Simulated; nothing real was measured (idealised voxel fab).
process module | voxel tone inversion
This is section cut - it's 160 nm across, gridded in 5 nm square cells.
Cross-section format: a grid of square cells, given as bands from top to bottom; each band is one or more rows of cells.
Heights first: top, then bottom, in nm. Then materials, left to right, each with a width in nm. "edge to edge" on a single material: fills the band edge to edge. "empty": empty space.
Beneath 0, the wafer as received is one material, and that level is where height counting begins. The lowest band goes on downward without a bottom; it is written like "0 nm and below".
Think of "30..40" as a width that walks from the first number to the second as you go down the band, top row to bottom row, taking equal-sized steps from row to row.
Reading "stayed the same" for a step: not a cell of the cross-section changed in it.
"Closed void listing" contains a list of empty spaces, each no smaller than 8 cells and without an open way to the top, written in the form width x height at distance with the distance from the left edge and all three in nm.
On a step's line, text after the settings is the simulator commenting on that step.
overlay nm: mask right of planned place by this much (step with mask). Neg. = left.
Planned step list for the process
1 RECEIVE | material Si
2 CONFORMAL_DEP | material SiCN | thk nm 5
3 DIRECTIONAL_DEP | material aC | thk nm 25
4 PATTERN | tone cover | mask id POSTS | material resist | width nm 15 | pitch nm 40 | thk nm 30 | overlay nm 0
5 DIRECTIONAL_ETCH | etch materials aC | depth nm 25
6 STRIP | etch materials resist
7 FILL_DEP | material SiO2 | thk nm 5
8 CMP | height nm 30
9 STRIP | etch materials aC
It is noted that the wafers described herein are identical at the outset and are distinguished by the width nm of step 4; the value stated in the plan corresponds to the first wafer.
As received, i.e. after step 1: cross-section through the first of several wafers
    0 nm and below = Si edge to edge
    Closed void listing: none
Once step 9, the last step, is complete, the module is at its end; this is the cross-section of the first of several wafers
    30 nm to 5 nm = SiO2 30, then empty 15, then SiO2 25, then empty 15, then SiO2 25, then empty 15, then SiO2 35
    5 nm to 0 nm = SiCN edge to edge
    0 nm and below = Si edge to edge
    Closed void listing: none
Last-wafer cross-section at the end of the module
    30 nm to 5 nm = SiO2 25, then empty 25, then SiO2 15, then empty 25, then SiO2 15, then empty 25, then SiO2 30
    5 nm to 0 nm = SiCN edge to edge
    0 nm and below = Si edge to edge
    Closed void listing: none
Each wafer at the end: cells of each material gained (+) or lost (-) since it was received, then its closed voids
width nm 15; +32 SiCN; +115 SiO2; Closed void listing: none
width nm 20; +32 SiCN; +100 SiO2; Closed void listing: none
width nm 25; +32 SiCN; +85 SiO2; Closed void listing: none
